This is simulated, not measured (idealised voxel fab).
process module | voxel wiring stack
cross-section cut | 265 nm wide | cells 5 nm
A cross-section is a grid of square cells, given in bands from the top down. A band is one or more rows of cells.
Each band's line starts with the height of the band's top and of its bottom, in nm. Then come its materials from left to right, each with its width in nm. One material with "throughout" fills the band from edge to edge. "air" is empty space.
Height 0 is the level under which the wafer as received is all one material. The lowest band goes on downwards, as in "0 down".
A width such as "30 to 40" changes by the same amount from each row of cells to the next, from the band's top row to its bottom row.
"no change" after a step means that no cell of the cross-section changed.
closed voids: empty space of 8 cells or more with no open way to the top, each as width x height at its distance from the left edge, in nm
after a step's settings: what the simulator itself notes on the step
overlay nm, on a step with a mask: how far to the right of its planned place the mask lay; to the left if negative
plan
1 op RECEIVE | material Si
2 op CONFORMAL_DEP | material SiO2 | thk nm 15
3 op DIRECTIONAL_DEP | material TiN | thk nm 5
4 op DIRECTIONAL_DEP | material Ru | thk nm 25
5 op MASKED_ETCH | tone cover | mask id METAL_1 | width nm 25 | pitch nm 45 | etch materials Ru | depth nm 25 | overlay nm 0
6 op MASKED_ETCH | tone cover | mask id METAL_1 | width nm 25 | pitch nm 45 | etch materials TiN | depth nm 5 | overlay nm 0
7 op CONFORMAL_DEP | material SiN | thk nm 5
8 op FILL_DEP | material SiO2 | thk nm 5
9 op CMP | height nm 45
10 op CONFORMAL_DEP | material SiCN | thk nm 5
11 op DIRECTIONAL_DEP | material lowk | thk nm 30
12 op MASKED_ETCH | tone open | mask id METAL_2 | width nm 25 | pitch nm 45 | etch materials lowk | depth nm 15 | overlay nm 0
13 op DIRECTIONAL_DEP | material aC | thk nm 10
14 op PATTERN | tone open | mask id METAL_2_HOLES | material resist | width nm 15 | pitch nm 45 | thk nm 30 | overlay nm 0
15 op DIRECTIONAL_ETCH | etch materials aC | depth nm 10
16 op STRIP | etch materials resist
17 op DIRECTIONAL_ETCH | etch materials lowk | depth nm 15
18 op DIRECTIONAL_ETCH | etch materials SiCN | depth nm 5
19 op STRIP | etch materials aC
20 op CONFORMAL_DEP | material TiN | thk nm 5
21 op FILL_DEP | material Cu | thk nm 5
22 op CMP | height nm 80
23 op CONFORMAL_DEP | material SiCN | thk nm 5
24 op DIRECTIONAL_DEP | material SiO2 | thk nm 25
25 op MASKED_ETCH | tone open | mask id METAL_3_HOLES | width nm 15 | pitch nm 45 | etch materials SiO2 | depth nm 25 | overlay nm 0
26 op DIRECTIONAL_DEP | material aC | thk nm 15
27 op PATTERN | tone open | mask id METAL_3 | material resist | width nm 25 | pitch nm 45 | thk nm 35 | overlay nm 0
28 op DIRECTIONAL_ETCH | etch materials aC | depth nm 15
29 op STRIP | etch materials resist
30 op DIRECTIONAL_ETCH | etch materials SiO2 | depth nm 15
31 op DIRECTIONAL_ETCH | etch materials SiCN | depth nm 5
32 op STRIP | etch materials aC
33 op CONFORMAL_DEP | material TiN | thk nm 5
34 op FILL_DEP | material Cu | thk nm 5
35 op CMP | height nm 110
36 op CONFORMAL_DEP | material SiCN | thk nm 5
37 op DIRECTIONAL_DEP | material lowk | thk nm 30
38 op MASKED_ETCH | tone open | mask id METAL_4 | width nm 25 | pitch nm 45 | etch materials lowk | depth nm 20 | overlay nm 0
39 op PATTERN | tone open | mask id METAL_4_HOLES | material resist | width nm 15 | pitch nm 45 | thk nm 15 | overlay nm 0
40 op DIRECTIONAL_ETCH | etch materials lowk | depth nm 10
41 op DIRECTIONAL_ETCH | etch materials SiCN | depth nm 5
42 op STRIP | etch materials resist
43 op CONFORMAL_DEP | material TiN | thk nm 5
44 op FILL_DEP | material Cu | thk nm 10
45 op CMP | height nm 145
46 op CONFORMAL_DEP | material SiN | thk nm 5
first wafer, as planned
as received, after step 1
  0 down: Si throughout
  closed voids: none
after step 2
  15 to 0: SiO2 throughout
  below 0: unchanged
after step 3
  20 to 15: TiN throughout
  below 15: unchanged
after step 4
  45 to 20: Ru throughout
  below 20: unchanged
after step 5
  45 to 20: air 75 | Ru 25 | air 20 | Ru 25 | air 20 | Ru 25 | air 75
  below 20: unchanged
after step 6
  45 to 20: air 75 | Ru 25 | air 20 | Ru 25 | air 20 | Ru 25 | air 75
  20 to 15: air 75 | TiN 25 | air 20 | TiN 25 | air 20 | TiN 25 | air 75
  below 15: unchanged
after step 7
  50 to 45: air 70 | SiN 35 | air 10 | SiN 35 | air 10 | SiN 35 | air 70
  45 to 20: air 70 | SiN 5 | Ru 25 | SiN 5 | air 10 | SiN 5 | Ru 25 | SiN 5 | air 10 | SiN 5 | Ru 25 | SiN 5 | air 70
  20 to 15: SiN 75 | TiN 25 | SiN 20 | TiN 25 | SiN 20 | TiN 25 | SiN 75
  below 15: unchanged
after step 8
  55 to 50: SiO2 throughout
  50 to 45: SiO2 70 | SiN 35 | SiO2 10 | SiN 35 | SiO2 10 | SiN 35 | SiO2 70
  45 to 20: SiO2 70 | SiN 5 | Ru 25 | SiN 5 | SiO2 10 | SiN 5 | Ru 25 | SiN 5 | SiO2 10 | SiN 5 | Ru 25 | SiN 5 | SiO2 70
  below 20: unchanged
after step 9
  45 to 20: SiO2 70 | SiN 5 | Ru 25 | SiN 5 | SiO2 10 | SiN 5 | Ru 25 | SiN 5 | SiO2 10 | SiN 5 | Ru 25 | SiN 5 | SiO2 70
  below 20: unchanged
after step 10
  50 to 45: SiCN throughout
  below 45: unchanged
after step 11
  80 to 50: lowk throughout
  below 50: unchanged
after step 12
  80 to 65: lowk 75 | air 25 | lowk 20 | air 25 | lowk 20 | air 25 | lowk 75
  below 65: unchanged
after step 13
  90 to 80: aC 75 | air 25 | aC 20 | air 25 | aC 20 | air 25 | aC 75
  80 to 75: lowk 75 | air 25 | lowk 20 | air 25 | lowk 20 | air 25 | lowk 75
  75 to 65: lowk 75 | aC 25 | lowk 20 | aC 25 | lowk 20 | aC 25 | lowk 75
  below 65: unchanged
after step 14
  120 to 90: resist 75 | air 15 | resist 30 | air 15 | resist 30 | air 15 | resist 85
  90 to 80: aC 75 | air 15 | resist 10 | aC 20 | air 15 | resist 10 | aC 20 | air 15 | resist 10 | aC 75
  80 to 75: lowk 75 | air 15 | resist 10 | lowk 20 | air 15 | resist 10 | lowk 20 | air 15 | resist 10 | lowk 75
  below 75: unchanged
after step 15
  110 to 90: resist 75 | air 15 | resist 30 | air 15 | resist 30 | air 15 | resist 85
  90 to 80: aC 75 | air 15 | resist 10 | aC 20 | air 15 | resist 10 | aC 20 | air 15 | resist 10 | aC 75
  80 to 75: lowk 75 | air 15 | resist 10 | lowk 20 | air 15 | resist 10 | lowk 20 | air 15 | resist 10 | lowk 75
  75 to 65: lowk 75 | air 15 | aC 10 | lowk 20 | air 15 | aC 10 | lowk 20 | air 15 | aC 10 | lowk 75
  below 65: unchanged
after step 16
  90 to 80: aC 75 | air 25 | aC 20 | air 25 | aC 20 | air 25 | aC 75
  80 to 75: lowk 75 | air 25 | lowk 20 | air 25 | lowk 20 | air 25 | lowk 75
  below 75: unchanged
after step 17
  90 to 80: aC 75 | air 25 | aC 20 | air 25 | aC 20 | air 25 | aC 75
  80 to 75: lowk 75 | air 25 | lowk 20 | air 25 | lowk 20 | air 25 | lowk 75
  75 to 65: lowk 75 | air 15 | aC 10 | lowk 20 | air 15 | aC 10 | lowk 20 | air 15 | aC 10 | lowk 75
  65 to 50: lowk 75 | air 15 | lowk 30 | air 15 | lowk 30 | air 15 | lowk 85
  below 50: unchanged
after step 18
  90 to 80: aC 75 | air 25 | aC 20 | air 25 | aC 20 | air 25 | aC 75
  80 to 75: lowk 75 | air 25 | lowk 20 | air 25 | lowk 20 | air 25 | lowk 75
  75 to 65: lowk 75 | air 15 | aC 10 | lowk 20 | air 15 | aC 10 | lowk 20 | air 15 | aC 10 | lowk 75
  65 to 50: lowk 75 | air 15 | lowk 30 | air 15 | lowk 30 | air 15 | lowk 85
  50 to 45: SiCN 75 | air 15 | SiCN 30 | air 15 | SiCN 30 | air 15 | SiCN 85
  below 45: unchanged
after step 19
  80 to 65: lowk 75 | air 25 | lowk 20 | air 25 | lowk 20 | air 25 | lowk 75
  below 65: unchanged
after step 20
  85 to 80: TiN 80 | air 15 | TiN 30 | air 15 | TiN 30 | air 15 | TiN 80
  80 to 70: lowk 75 | TiN 5 | air 15 | TiN 5 | lowk 20 | TiN 5 | air 15 | TiN 5 | lowk 20 | TiN 5 | air 15 | TiN 5 | lowk 75
  70 to 65: lowk 75 | TiN 5 | air 5 | TiN 15 | lowk 20 | TiN 5 | air 5 | TiN 15 | lowk 20 | TiN 5 | air 5 | TiN 15 | lowk 75
  65 to 50: lowk 75 | TiN 5 | air 5 | TiN 5 | lowk 30 | TiN 5 | air 5 | TiN 5 | lowk 30 | TiN 5 | air 5 | TiN 5 | lowk 85
  50 to 45: SiCN 75 | TiN 15 | SiCN 30 | TiN 15 | SiCN 30 | TiN 15 | SiCN 85
  below 45: unchanged
after step 21
  90 to 85: Cu throughout
  85 to 80: TiN 80 | Cu 15 | TiN 30 | Cu 15 | TiN 30 | Cu 15 | TiN 80
  80 to 70: lowk 75 | TiN 5 | Cu 15 | TiN 5 | lowk 20 | TiN 5 | Cu 15 | TiN 5 | lowk 20 | TiN 5 | Cu 15 | TiN 5 | lowk 75
  70 to 65: lowk 75 | TiN 5 | Cu 5 | TiN 15 | lowk 20 | TiN 5 | Cu 5 | TiN 15 | lowk 20 | TiN 5 | Cu 5 | TiN 15 | lowk 75
  65 to 50: lowk 75 | TiN 5 | Cu 5 | TiN 5 | lowk 30 | TiN 5 | Cu 5 | TiN 5 | lowk 30 | TiN 5 | Cu 5 | TiN 5 | lowk 85
  below 50: unchanged
after step 22
  80 to 70: lowk 75 | TiN 5 | Cu 15 | TiN 5 | lowk 20 | TiN 5 | Cu 15 | TiN 5 | lowk 20 | TiN 5 | Cu 15 | TiN 5 | lowk 75
  below 70: unchanged
after step 23
  85 to 80: SiCN throughout
  below 80: unchanged
after step 24
  110 to 85: SiO2 throughout
  below 85: unchanged
after step 25
  110 to 85: SiO2 75 | air 15 | SiO2 30 | air 15 | SiO2 30 | air 15 | SiO2 85
  below 85: unchanged
after step 26
  125 to 110: aC 75 | air 15 | aC 30 | air 15 | aC 30 | air 15 | aC 85
  110 to 100: SiO2 75 | air 15 | SiO2 30 | air 15 | SiO2 30 | air 15 | SiO2 85
  100 to 85: SiO2 75 | aC 15 | SiO2 30 | aC 15 | SiO2 30 | aC 15 | SiO2 85
  below 85: unchanged
after step 27
  160 to 125: resist 75 | air 25 | resist 20 | air 25 | resist 20 | air 25 | resist 75
  below 125: unchanged
after step 28
  145 to 125: resist 75 | air 25 | resist 20 | air 25 | resist 20 | air 25 | resist 75
  125 to 110: aC 75 | air 25 | aC 20 | air 25 | aC 20 | air 25 | aC 75
  110 to 85: SiO2 75 | air 15 | SiO2 30 | air 15 | SiO2 30 | air 15 | SiO2 85
  below 85: unchanged
after step 29
  125 to 110: aC 75 | air 25 | aC 20 | air 25 | aC 20 | air 25 | aC 75
  below 110: unchanged
after step 30
  125 to 110: aC 75 | air 25 | aC 20 | air 25 | aC 20 | air 25 | aC 75
  110 to 95: SiO2 75 | air 25 | SiO2 20 | air 25 | SiO2 20 | air 25 | SiO2 75
  below 95: unchanged
after step 31
  125 to 110: aC 75 | air 25 | aC 20 | air 25 | aC 20 | air 25 | aC 75
  110 to 95: SiO2 75 | air 25 | SiO2 20 | air 25 | SiO2 20 | air 25 | SiO2 75
  95 to 85: SiO2 75 | air 15 | SiO2 30 | air 15 | SiO2 30 | air 15 | SiO2 85
  85 to 80: SiCN 75 | air 15 | SiCN 30 | air 15 | SiCN 30 | air 15 | SiCN 85
  below 80: unchanged
after step 32
  110 to 95: SiO2 75 | air 25 | SiO2 20 | air 25 | SiO2 20 | air 25 | SiO2 75
  below 95: unchanged
after step 33
  115 to 110: TiN 80 | air 15 | TiN 30 | air 15 | TiN 30 | air 15 | TiN 80
  110 to 100: SiO2 75 | TiN 5 | air 15 | TiN 5 | SiO2 20 | TiN 5 | air 15 | TiN 5 | SiO2 20 | TiN 5 | air 15 | TiN 5 | SiO2 75
  100 to 95: SiO2 75 | TiN 5 | air 5 | TiN 15 | SiO2 20 | TiN 5 | air 5 | TiN 15 | SiO2 20 | TiN 5 | air 5 | TiN 15 | SiO2 75
  95 to 85: SiO2 75 | TiN 5 | air 5 | TiN 5 | SiO2 30 | TiN 5 | air 5 | TiN 5 | SiO2 30 | TiN 5 | air 5 | TiN 5 | SiO2 85
  85 to 80: SiCN 75 | TiN 15 | SiCN 30 | TiN 15 | SiCN 30 | TiN 15 | SiCN 85
  below 80: unchanged
after step 34
  120 to 115: Cu throughout
  115 to 110: TiN 80 | Cu 15 | TiN 30 | Cu 15 | TiN 30 | Cu 15 | TiN 80
  110 to 100: SiO2 75 | TiN 5 | Cu 15 | TiN 5 | SiO2 20 | TiN 5 | Cu 15 | TiN 5 | SiO2 20 | TiN 5 | Cu 15 | TiN 5 | SiO2 75
  100 to 95: SiO2 75 | TiN 5 | Cu 5 | TiN 15 | SiO2 20 | TiN 5 | Cu 5 | TiN 15 | SiO2 20 | TiN 5 | Cu 5 | TiN 15 | SiO2 75
  95 to 85: SiO2 75 | TiN 5 | Cu 5 | TiN 5 | SiO2 30 | TiN 5 | Cu 5 | TiN 5 | SiO2 30 | TiN 5 | Cu 5 | TiN 5 | SiO2 85
  below 85: unchanged
after step 35
  110 to 100: SiO2 75 | TiN 5 | Cu 15 | TiN 5 | SiO2 20 | TiN 5 | Cu 15 | TiN 5 | SiO2 20 | TiN 5 | Cu 15 | TiN 5 | SiO2 75
  below 100: unchanged
after step 36
  115 to 110: SiCN throughout
  below 110: unchanged
after step 37
  145 to 115: lowk throughout
  below 115: unchanged
after step 38
  145 to 125: lowk 75 | air 25 | lowk 20 | air 25 | lowk 20 | air 25 | lowk 75
  below 125: unchanged
after step 39
  160 to 145: resist 75 | air 15 | resist 30 | air 15 | resist 30 | air 15 | resist 85
  145 to 125: lowk 75 | air 15 | resist 10 | lowk 20 | air 15 | resist 10 | lowk 20 | air 15 | resist 10 | lowk 75
  below 125: unchanged
after step 40
  160 to 145: resist 75 | air 15 | resist 30 | air 15 | resist 30 | air 15 | resist 85
  145 to 125: lowk 75 | air 15 | resist 10 | lowk 20 | air 15 | resist 10 | lowk 20 | air 15 | resist 10 | lowk 75
  125 to 115: lowk 75 | air 15 | lowk 30 | air 15 | lowk 30 | air 15 | lowk 85
  below 115: unchanged
after step 41
  160 to 145: resist 75 | air 15 | resist 30 | air 15 | resist 30 | air 15 | resist 85
  145 to 125: lowk 75 | air 15 | resist 10 | lowk 20 | air 15 | resist 10 | lowk 20 | air 15 | resist 10 | lowk 75
  125 to 115: lowk 75 | air 15 | lowk 30 | air 15 | lowk 30 | air 15 | lowk 85
  115 to 110: SiCN 75 | air 15 | SiCN 30 | air 15 | SiCN 30 | air 15 | SiCN 85
  below 110: unchanged
after step 42
  145 to 125: lowk 75 | air 25 | lowk 20 | air 25 | lowk 20 | air 25 | lowk 75
  below 125: unchanged
after step 43
  150 to 145: TiN 80 | air 15 | TiN 30 | air 15 | TiN 30 | air 15 | TiN 80
  145 to 130: lowk 75 | TiN 5 | air 15 | TiN 5 | lowk 20 | TiN 5 | air 15 | TiN 5 | lowk 20 | TiN 5 | air 15 | TiN 5 | lowk 75
  130 to 125: lowk 75 | TiN 5 | air 5 | TiN 15 | lowk 20 | TiN 5 | air 5 | TiN 15 | lowk 20 | TiN 5 | air 5 | TiN 15 | lowk 75
  125 to 115: lowk 75 | TiN 5 | air 5 | TiN 5 | lowk 30 | TiN 5 | air 5 | TiN 5 | lowk 30 | TiN 5 | air 5 | TiN 5 | lowk 85
  115 to 110: SiCN 75 | TiN 15 | SiCN 30 | TiN 15 | SiCN 30 | TiN 15 | SiCN 85
  below 110: unchanged
after step 44
  160 to 150: Cu throughout
  150 to 145: TiN 80 | Cu 15 | TiN 30 | Cu 15 | TiN 30 | Cu 15 | TiN 80
  145 to 130: lowk 75 | TiN 5 | Cu 15 | TiN 5 | lowk 20 | TiN 5 | Cu 15 | TiN 5 | lowk 20 | TiN 5 | Cu 15 | TiN 5 | lowk 75
  130 to 125: lowk 75 | TiN 5 | Cu 5 | TiN 15 | lowk 20 | TiN 5 | Cu 5 | TiN 15 | lowk 20 | TiN 5 | Cu 5 | TiN 15 | lowk 75
  125 to 115: lowk 75 | TiN 5 | Cu 5 | TiN 5 | lowk 30 | TiN 5 | Cu 5 | TiN 5 | lowk 30 | TiN 5 | Cu 5 | TiN 5 | lowk 85
  below 115: unchanged
after step 45
  145 to 130: lowk 75 | TiN 5 | Cu 15 | TiN 5 | lowk 20 | TiN 5 | Cu 15 | TiN 5 | lowk 20 | TiN 5 | Cu 15 | TiN 5 | lowk 75
  below 130: unchanged
after step 46
  150 to 145: SiN throughout
  below 145: unchanged
second wafer: like start, like plan, one mistake. Through step 10 it matches the first wafer
when step 11 should have ended
  110 to 50: lowk throughout
  below 50: unchanged
when step 12 should have ended
  110 to 95: lowk 75 | air 25 | lowk 20 | air 25 | lowk 20 | air 25 | lowk 75
  below 95: unchanged
when step 13 should have ended
  120 to 110: aC 75 | air 25 | aC 20 | air 25 | aC 20 | air 25 | aC 75
  110 to 105: lowk 75 | air 25 | lowk 20 | air 25 | lowk 20 | air 25 | lowk 75
  105 to 95: lowk 75 | aC 25 | lowk 20 | aC 25 | lowk 20 | aC 25 | lowk 75
  below 95: unchanged
when step 14 should have ended
  150 to 120: resist 75 | air 15 | resist 30 | air 15 | resist 30 | air 15 | resist 85
  120 to 110: aC 75 | air 15 | resist 10 | aC 20 | air 15 | resist 10 | aC 20 | air 15 | resist 10 | aC 75
  110 to 105: lowk 75 | air 15 | resist 10 | lowk 20 | air 15 | resist 10 | lowk 20 | air 15 | resist 10 | lowk 75
  below 105: unchanged
when step 15 should have ended
  140 to 120: resist 75 | air 15 | resist 30 | air 15 | resist 30 | air 15 | resist 85
  120 to 110: aC 75 | air 15 | resist 10 | aC 20 | air 15 | resist 10 | aC 20 | air 15 | resist 10 | aC 75
  110 to 105: lowk 75 | air 15 | resist 10 | lowk 20 | air 15 | resist 10 | lowk 20 | air 15 | resist 10 | lowk 75
  105 to 95: lowk 75 | air 15 | aC 10 | lowk 20 | air 15 | aC 10 | lowk 20 | air 15 | aC 10 | lowk 75
  below 95: unchanged
when step 16 should have ended
  120 to 110: aC 75 | air 25 | aC 20 | air 25 | aC 20 | air 25 | aC 75
  110 to 105: lowk 75 | air 25 | lowk 20 | air 25 | lowk 20 | air 25 | lowk 75
  below 105: unchanged
when step 17 should have ended
  120 to 110: aC 75 | air 25 | aC 20 | air 25 | aC 20 | air 25 | aC 75
  110 to 105: lowk 75 | air 25 | lowk 20 | air 25 | lowk 20 | air 25 | lowk 75
  105 to 95: lowk 75 | air 15 | aC 10 | lowk 20 | air 15 | aC 10 | lowk 20 | air 15 | aC 10 | lowk 75
  95 to 80: lowk 75 | air 15 | lowk 30 | air 15 | lowk 30 | air 15 | lowk 85
  below 80: unchanged
when step 18 should have ended: no change
when step 19 should have ended
  110 to 95: lowk 75 | air 25 | lowk 20 | air 25 | lowk 20 | air 25 | lowk 75
  below 95: unchanged
when step 20 should have ended
  115 to 110: TiN 80 | air 15 | TiN 30 | air 15 | TiN 30 | air 15 | TiN 80
  110 to 100: lowk 75 | TiN 5 | air 15 | TiN 5 | lowk 20 | TiN 5 | air 15 | TiN 5 | lowk 20 | TiN 5 | air 15 | TiN 5 | lowk 75
  100 to 95: lowk 75 | TiN 5 | air 5 | TiN 15 | lowk 20 | TiN 5 | air 5 | TiN 15 | lowk 20 | TiN 5 | air 5 | TiN 15 | lowk 75
  95 to 85: lowk 75 | TiN 5 | air 5 | TiN 5 | lowk 30 | TiN 5 | air 5 | TiN 5 | lowk 30 | TiN 5 | air 5 | TiN 5 | lowk 85
  85 to 80: lowk 75 | TiN 15 | lowk 30 | TiN 15 | lowk 30 | TiN 15 | lowk 85
  below 80: unchanged
when step 21 should have ended
  120 to 115: Cu throughout
  115 to 110: TiN 80 | Cu 15 | TiN 30 | Cu 15 | TiN 30 | Cu 15 | TiN 80
  110 to 100: lowk 75 | TiN 5 | Cu 15 | TiN 5 | lowk 20 | TiN 5 | Cu 15 | TiN 5 | lowk 20 | TiN 5 | Cu 15 | TiN 5 | lowk 75
  100 to 95: lowk 75 | TiN 5 | Cu 5 | TiN 15 | lowk 20 | TiN 5 | Cu 5 | TiN 15 | lowk 20 | TiN 5 | Cu 5 | TiN 15 | lowk 75
  95 to 85: lowk 75 | TiN 5 | Cu 5 | TiN 5 | lowk 30 | TiN 5 | Cu 5 | TiN 5 | lowk 30 | TiN 5 | Cu 5 | TiN 5 | lowk 85
  below 85: unchanged
when step 22 should have ended
  80 to 50: lowk throughout
  below 50: unchanged
when step 23 should have ended
  85 to 80: SiCN throughout
  below 80: unchanged
when step 24 should have ended
  110 to 85: SiO2 throughout
  below 85: unchanged
when step 25 should have ended
  110 to 85: SiO2 75 | air 15 | SiO2 30 | air 15 | SiO2 30 | air 15 | SiO2 85
  below 85: unchanged
when step 26 should have ended
  125 to 110: aC 75 | air 15 | aC 30 | air 15 | aC 30 | air 15 | aC 85
  110 to 100: SiO2 75 | air 15 | SiO2 30 | air 15 | SiO2 30 | air 15 | SiO2 85
  100 to 85: SiO2 75 | aC 15 | SiO2 30 | aC 15 | SiO2 30 | aC 15 | SiO2 85
  below 85: unchanged
when step 27 should have ended
  160 to 125: resist 75 | air 25 | resist 20 | air 25 | resist 20 | air 25 | resist 75
  below 125: unchanged
when step 28 should have ended
  145 to 125: resist 75 | air 25 | resist 20 | air 25 | resist 20 | air 25 | resist 75
  125 to 110: aC 75 | air 25 | aC 20 | air 25 | aC 20 | air 25 | aC 75
  110 to 85: SiO2 75 | air 15 | SiO2 30 | air 15 | SiO2 30 | air 15 | SiO2 85
  below 85: unchanged
when step 29 should have ended
  125 to 110: aC 75 | air 25 | aC 20 | air 25 | aC 20 | air 25 | aC 75
  below 110: unchanged
when step 30 should have ended
  125 to 110: aC 75 | air 25 | aC 20 | air 25 | aC 20 | air 25 | aC 75
  110 to 95: SiO2 75 | air 25 | SiO2 20 | air 25 | SiO2 20 | air 25 | SiO2 75
  below 95: unchanged
when step 31 should have ended
  125 to 110: aC 75 | air 25 | aC 20 | air 25 | aC 20 | air 25 | aC 75
  110 to 95: SiO2 75 | air 25 | SiO2 20 | air 25 | SiO2 20 | air 25 | SiO2 75
  95 to 85: SiO2 75 | air 15 | SiO2 30 | air 15 | SiO2 30 | air 15 | SiO2 85
  85 to 80: SiCN 75 | air 15 | SiCN 30 | air 15 | SiCN 30 | air 15 | SiCN 85
  below 80: unchanged
when step 32 should have ended
  110 to 95: SiO2 75 | air 25 | SiO2 20 | air 25 | SiO2 20 | air 25 | SiO2 75
  below 95: unchanged
when step 33 should have ended
  115 to 110: TiN 80 | air 15 | TiN 30 | air 15 | TiN 30 | air 15 | TiN 80
  110 to 100: SiO2 75 | TiN 5 | air 15 | TiN 5 | SiO2 20 | TiN 5 | air 15 | TiN 5 | SiO2 20 | TiN 5 | air 15 | TiN 5 | SiO2 75
  100 to 95: SiO2 75 | TiN 5 | air 5 | TiN 15 | SiO2 20 | TiN 5 | air 5 | TiN 15 | SiO2 20 | TiN 5 | air 5 | TiN 15 | SiO2 75
  95 to 85: SiO2 75 | TiN 5 | air 5 | TiN 5 | SiO2 30 | TiN 5 | air 5 | TiN 5 | SiO2 30 | TiN 5 | air 5 | TiN 5 | SiO2 85
  85 to 80: SiCN 75 | TiN 15 | SiCN 30 | TiN 15 | SiCN 30 | TiN 15 | SiCN 85
  below 80: unchanged
when step 34 should have ended
  120 to 115: Cu throughout
  115 to 110: TiN 80 | Cu 15 | TiN 30 | Cu 15 | TiN 30 | Cu 15 | TiN 80
  110 to 100: SiO2 75 | TiN 5 | Cu 15 | TiN 5 | SiO2 20 | TiN 5 | Cu 15 | TiN 5 | SiO2 20 | TiN 5 | Cu 15 | TiN 5 | SiO2 75
  100 to 95: SiO2 75 | TiN 5 | Cu 5 | TiN 15 | SiO2 20 | TiN 5 | Cu 5 | TiN 15 | SiO2 20 | TiN 5 | Cu 5 | TiN 15 | SiO2 75
  95 to 85: SiO2 75 | TiN 5 | Cu 5 | TiN 5 | SiO2 30 | TiN 5 | Cu 5 | TiN 5 | SiO2 30 | TiN 5 | Cu 5 | TiN 5 | SiO2 85
  below 85: unchanged
when step 35 should have ended
  110 to 100: SiO2 75 | TiN 5 | Cu 15 | TiN 5 | SiO2 20 | TiN 5 | Cu 15 | TiN 5 | SiO2 20 | TiN 5 | Cu 15 | TiN 5 | SiO2 75
  below 100: unchanged
when step 36 should have ended
  115 to 110: SiCN throughout
  below 110: unchanged
when step 37 should have ended
  145 to 115: lowk throughout
  below 115: unchanged
when step 38 should have ended
  145 to 125: lowk 75 | air 25 | lowk 20 | air 25 | lowk 20 | air 25 | lowk 75
  below 125: unchanged
when step 39 should have ended
  160 to 145: resist 75 | air 15 | resist 30 | air 15 | resist 30 | air 15 | resist 85
  145 to 125: lowk 75 | air 15 | resist 10 | lowk 20 | air 15 | resist 10 | lowk 20 | air 15 | resist 10 | lowk 75
  below 125: unchanged
when step 40 should have ended
  160 to 145: resist 75 | air 15 | resist 30 | air 15 | resist 30 | air 15 | resist 85
  145 to 125: lowk 75 | air 15 | resist 10 | lowk 20 | air 15 | resist 10 | lowk 20 | air 15 | resist 10 | lowk 75
  125 to 115: lowk 75 | air 15 | lowk 30 | air 15 | lowk 30 | air 15 | lowk 85
  below 115: unchanged
when step 41 should have ended
  160 to 145: resist 75 | air 15 | resist 30 | air 15 | resist 30 | air 15 | resist 85
  145 to 125: lowk 75 | air 15 | resist 10 | lowk 20 | air 15 | resist 10 | lowk 20 | air 15 | resist 10 | lowk 75
  125 to 115: lowk 75 | air 15 | lowk 30 | air 15 | lowk 30 | air 15 | lowk 85
  115 to 110: SiCN 75 | air 15 | SiCN 30 | air 15 | SiCN 30 | air 15 | SiCN 85
  below 110: unchanged
when step 42 should have ended
  145 to 125: lowk 75 | air 25 | lowk 20 | air 25 | lowk 20 | air 25 | lowk 75
  below 125: unchanged
when step 43 should have ended
  150 to 145: TiN 80 | air 15 | TiN 30 | air 15 | TiN 30 | air 15 | TiN 80
  145 to 130: lowk 75 | TiN 5 | air 15 | TiN 5 | lowk 20 | TiN 5 | air 15 | TiN 5 | lowk 20 | TiN 5 | air 15 | TiN 5 | lowk 75
  130 to 125: lowk 75 | TiN 5 | air 5 | TiN 15 | lowk 20 | TiN 5 | air 5 | TiN 15 | lowk 20 | TiN 5 | air 5 | TiN 15 | lowk 75
  125 to 115: lowk 75 | TiN 5 | air 5 | TiN 5 | lowk 30 | TiN 5 | air 5 | TiN 5 | lowk 30 | TiN 5 | air 5 | TiN 5 | lowk 85
  115 to 110: SiCN 75 | TiN 15 | SiCN 30 | TiN 15 | SiCN 30 | TiN 15 | SiCN 85
  below 110: unchanged
when step 44 should have ended
  160 to 150: Cu throughout
  150 to 145: TiN 80 | Cu 15 | TiN 30 | Cu 15 | TiN 30 | Cu 15 | TiN 80
  145 to 130: lowk 75 | TiN 5 | Cu 15 | TiN 5 | lowk 20 | TiN 5 | Cu 15 | TiN 5 | lowk 20 | TiN 5 | Cu 15 | TiN 5 | lowk 75
  130 to 125: lowk 75 | TiN 5 | Cu 5 | TiN 15 | lowk 20 | TiN 5 | Cu 5 | TiN 15 | lowk 20 | TiN 5 | Cu 5 | TiN 15 | lowk 75
  125 to 115: lowk 75 | TiN 5 | Cu 5 | TiN 5 | lowk 30 | TiN 5 | Cu 5 | TiN 5 | lowk 30 | TiN 5 | Cu 5 | TiN 5 | lowk 85
  below 115: unchanged
when step 45 should have ended
  145 to 130: lowk 75 | TiN 5 | Cu 15 | TiN 5 | lowk 20 | TiN 5 | Cu 15 | TiN 5 | lowk 20 | TiN 5 | Cu 15 | TiN 5 | lowk 75
  below 130: unchanged
when step 46 should have ended
  150 to 145: SiN throughout
  below 145: unchanged
what went wrong: step 11 was run twice
at the end the second wafer has, in cells: 30 fewer of Cu | 9 more of SiCN | 51 fewer of TiN | 72 more of lowk
